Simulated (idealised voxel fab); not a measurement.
process module | voxel tone inversion
cross-section cut | 245 nm wide | cells 5 nm
A cross-section is a grid of square cells, given in bands from the top down. A band is one or more rows of cells.
Each band's line starts with the height of the band's top and of its bottom, in nm. Then come its materials from left to right, each with its width in nm. One material with "throughout" fills the band from edge to edge. "air" is empty space.
Height 0 is the level under which the wafer as received is all one material. The lowest band goes on downwards, as in "0 down".
A width such as "30 to 40" changes by the same amount from each row of cells to the next, from the band's top row to its bottom row.
"no change" after a step means that no cell of the cross-section changed.
closed voids: empty space of 8 cells or more with no open way to the top, each as width x height at its distance from the left edge, in nm
after a step's settings: what the simulator itself notes on the step
overlay nm, on a step with a mask: how far to the right of its planned place the mask lay; to the left if negative
plan
1 op RECEIVE | material Si
2 op CONFORMAL_DEP | material SiN | thk nm 10
3 op DIRECTIONAL_DEP | material polySi | thk nm 15
4 op PATTERN | tone cover | mask id POSTS | material resist | width nm 20 | pitch nm 45 | thk nm 20 | overlay nm 0
5 op DIRECTIONAL_ETCH | etch materials polySi | depth nm 15
6 op STRIP | etch materials resist
7 op FILL_DEP | material SiO2 | thk nm 10
8 op CMP | height nm 25
9 op STRIP | etch materials polySi
10 op CONFORMAL_DEP | material TiN | thk nm 5
11 op FILL_DEP | material Cu | thk nm 5
12 op CMP | height nm 25
13 op CONFORMAL_DEP | material SiCN | thk nm 5
as received, after step 1
  0 down: Si throughout
  closed voids: none
first wafer at the end, as planned
  30 to 25: SiCN throughout
  25 to 15: SiO2 65 | TiN 5 | Cu 10 | TiN 5 | SiO2 25 | TiN 5 | Cu 10 | TiN 5 | SiO2 25 | TiN 5 | Cu 10 | TiN 5 | SiO2 70
  15 to 10: SiO2 65 | TiN 20 | SiO2 25 | TiN 20 | SiO2 25 | TiN 20 | SiO2 70
  10 to 0: SiN throughout
  0 down: Si throughout
  closed voids: none
second wafer at the end: like start, like plan, one mistake
  30 to 25: SiN throughout
  25 to 15: SiO2 65 | TiN 5 | Cu 10 | TiN 5 | SiO2 25 | TiN 5 | Cu 10 | TiN 5 | SiO2 25 | TiN 5 | Cu 10 | TiN 5 | SiO2 70
  15 to 10: SiO2 65 | TiN 20 | SiO2 25 | TiN 20 | SiO2 25 | TiN 20 | SiO2 70
  10 to 0: SiN throughout
  0 down: Si throughout
  closed voids: none
what went wrong: step 13 ran as: op CONFORMAL_DEP | material SiN | thk nm 5
at the end the second wafer has, in cells: 49 fewer of SiCN | 49 more of SiN
